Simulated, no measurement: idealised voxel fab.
Process module under the name voxel air gaps
Shown is cross-section cut, with a width of 250 nm and square cells of size 5 nm.
Cross-section = grid of square cells, listed top down in bands; band = one or more rows.
Band entry format. Leading values: height of top, height of bottom, nm. Remainder: materials in left-to-right order, each with its width in nm. Special words: "edge to edge" on a single material, which then fills the band edge to edge; "empty", empty space.
The reference from which all heights are counted is 0, the level beneath which the as-received wafer is entirely one material; the lowest band, having no lower bound, proceeds downward and is written after the example "top 0, no bottom".
When a width is written as two numbers, as in "30..40", the first number is the width in the top row of cells of the band and the second is the width in its bottom row, and the width changes by the same amount from each row to the next.
Any step labelled "left unchanged" changed none of the cells in the cross-section.
If an empty space has no open way to the top and is at least 8 cells in size, "Completely enclosed voids" lists it, written width x height at distance, where distance is measured from the left edge and every value is in nm.
Whatever follows a step's settings on its line is a remark the simulator itself makes about that step.
The "overlay nm" setting may appear on a step's line; for a step that uses a mask, it gives how far to the right of its planned position the mask lay, and a negative value indicates the left.
### plan
1. op RECEIVE | material Si
2. op CONFORMAL_DEP | material SiO2 | thk nm 15
3. op CONFORMAL_DEP | material SiCN | thk nm 5
4. op DIRECTIONAL_DEP | material SiO2 | thk nm 30
5. op MASKED_ETCH | tone open | mask id LINES | width nm 20 | pitch nm 50 | etch materials SiO2 | depth nm 30 | overlay nm 0
6. op CONFORMAL_DEP | material TiN | thk nm 5
7. op FILL_DEP | material W | thk nm 10
8. op CMP | height nm 50
9. op EPI | material Ru | thk nm 10
10. op SELECTIVE_ETCH | etch materials SiO2 | depth nm 40
11. op CONFORMAL_DEP | material SiCN | thk nm 5
### Cross-section of the wafer at receipt, which is the condition after step 1
    top 0, no bottom: Si edge to edge
    Completely enclosed voids: none
### Below is the wafer in cross-section after the module was completed. It began from the starting point shown above and followed the plan shown above, except that one mistake was made while running it
    top 65, bottom 60: empty 25  SiCN 200  empty 25
    top 60, bottom 50: empty 25  SiCN 5  Ru 40  SiCN 10  Ru 40  SiCN 10  Ru 40  SiCN 10  Ru 40  SiCN 5  empty 25
    top 50, bottom 25: empty 25  SiCN 5  Ru 10  TiN 5  W 10  TiN 5  Ru 10  SiCN 10  Ru 10  TiN 5  W 10  TiN 5  Ru 10  SiCN 10  Ru 10  TiN 5  W 10  TiN 5  Ru 10  SiCN 10  Ru 10  TiN 5  W 10  TiN 5  Ru 10  SiCN 5  empty 25
    top 25, bottom 20: SiCN 30  Ru 10  TiN 20  Ru 10  SiCN 10  Ru 10  TiN 20  Ru 10  SiCN 10  Ru 10  TiN 20  Ru 10  SiCN 10  Ru 10  TiN 20  Ru 10  SiCN 30
    top 20, bottom 15: SiCN edge to edge
    top 15, bottom 0: SiO2 edge to edge
    top 0, no bottom: Si edge to edge
    Completely enclosed voids: none
Run error: steps 9 and 10 were swapped
